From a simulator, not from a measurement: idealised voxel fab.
process module | voxel lift off
cross-section cut | 190 nm wide | cells 5 nm
A cross-section is a grid of square cells, given in bands from the top down. A band is one or more rows of cells.
Each band's line starts with the height of the band's top and of its bottom, in nm. Then come its materials from left to right, each with its width in nm. One material with "throughout" fills the band from edge to edge. "air" is empty space.
Height 0 is the level under which the wafer as received is all one material. The lowest band goes on downwards, as in "0 down".
A width such as "30 to 40" changes by the same amount from each row of cells to the next, from the band's top row to its bottom row.
"no change" after a step means that no cell of the cross-section changed.
closed voids: empty space of 8 cells or more with no open way to the top, each as width x height at its distance from the left edge, in nm
after a step's settings: what the simulator itself notes on the step
overlay nm, on a step with a mask: how far to the right of its planned place the mask lay; to the left if negative
plan
1 op RECEIVE | material Si
2 op CONFORMAL_DEP | material Al2O3 | thk nm 5
3 op PATTERN | tone open | mask id LINES | material resist | width nm 30 | pitch nm 60 | thk nm 20 | overlay nm 0
4 op DIRECTIONAL_DEP | material Ru | thk nm 5
5 op STRIP | etch materials resist
6 op CONFORMAL_DEP | material SiCN | thk nm 10
as received, after step 1
  0 down: Si throughout
  closed voids: none
first wafer at the end, as planned
  20 to 15: air 40 | SiCN 50 | air 10 | SiCN 50 | air 40
  15 to 10: SiCN throughout
  10 to 5: SiCN 50 | Ru 30 | SiCN 30 | Ru 30 | SiCN 50
  5 to 0: Al2O3 throughout
  0 down: Si throughout
  closed voids: none
second wafer at the end: like start, like plan, one mistake
  20 to 15: air 35 | SiCN 120 | air 35
  15 to 10: SiCN throughout
  10 to 5: SiCN 45 | Ru 40 | SiCN 20 | Ru 40 | SiCN 45
  5 to 0: Al2O3 throughout
  0 down: Si throughout
  closed voids: none
what went wrong: step 3 ran as: op PATTERN | tone open | mask id LINES | material resist | width nm 40 | pitch nm 60 | thk nm 20 | overlay nm 0
at the end the second wafer has, in cells: 4 more of Ru
